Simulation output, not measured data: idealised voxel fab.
A process module follows: voxel plated lines.
Pictured: cross-section cut, 265 nm wide, on a grid of 5 nm square cells.
Throughout this document, each cross-section is represented as a grid of square cells and is presented as a sequence of bands enumerated from the top downward, where a band comprises one or more rows of cells.
Look at the band entry: it leads with the top's height and the bottom's height in nm. Then it lists the materials left to right, with a width in nm for each. The word "everywhere" on a single material says that material fills the band edge to edge. The word "air" is empty space.
For the purposes of this specification, 0 denotes the height below which the wafer in its as-received condition is composed wholly of one material, and the lowermost band, lacking a lower limit, extends downward without end, as expressed in "top 0, no bottom".
So if you see something like "30->40" for the width, read it as the top row of the band sitting at the first number and the bottom row at the second, with every row in between moving by the same amount as the last.
The cross-section has no changed cell in any step marked "no change".
Empty spaces without an open route to the top, at least 8 cells in extent, make up the entry "Closed void register"; each is given as width x height at distance, where the distance is measured from the left edge, and all are in nm.
Formally, on a step line, whatever follows the settings is a remark that the simulator itself makes on the step.
Each step line may optionally specify "overlay nm", which for a step with a mask gives the rightward distance between the mask's planned place and where it lay, a negative value indicating the leftward direction.

### List of planned process steps
step 1: RECEIVE, material Si
step 2: CONFORMAL_DEP, material SiO2, thk nm 15
step 3: DIRECTIONAL_DEP, material TiN, thk nm 5
step 4: PATTERN, tone open, mask id LINES, material resist, width nm 20, pitch nm 50, thk nm 20, overlay nm -15
step 5: EPI, material Ru, thk nm 5
step 6: STRIP, etch materials resist
step 7: DIRECTIONAL_ETCH, etch materials TiN, depth nm 5
step 8: CONFORMAL_DEP, material SiN, thk nm 10
Be aware that, although all wafers share a common starting state, the overlay nm at step 4 differs among them, and the plan displays the first wafer's value.

### Cross-section of the first of several wafers on receipt, reflecting completion of step 1
- top 0, no bottom  Si everywhere
- Closed void register: none

### End of module, by wafer: material-by-material cell gain (+) or loss (-) since receipt, then closed voids
overlay nm -15; +16 Ru; +138 SiN; +159 SiO2; +16 TiN; Closed void register: none
overlay nm -10; +16 Ru; +138 SiN; +159 SiO2; +16 TiN; Closed void register: none
overlay nm -5; +16 Ru; +138 SiN; +159 SiO2; +16 TiN; Closed void register: none
overlay nm 0; +16 Ru; +138 SiN; +159 SiO2; +16 TiN; Closed void register: none
overlay nm 5; +16 Ru; +138 SiN; +159 SiO2; +16 TiN; Closed void register: none
overlay nm 10; +16 Ru; +138 SiN; +159 SiO2; +16 TiN; Closed void register: none
overlay nm 15; +16 Ru; +138 SiN; +159 SiO2; +16 TiN; Closed void register: none
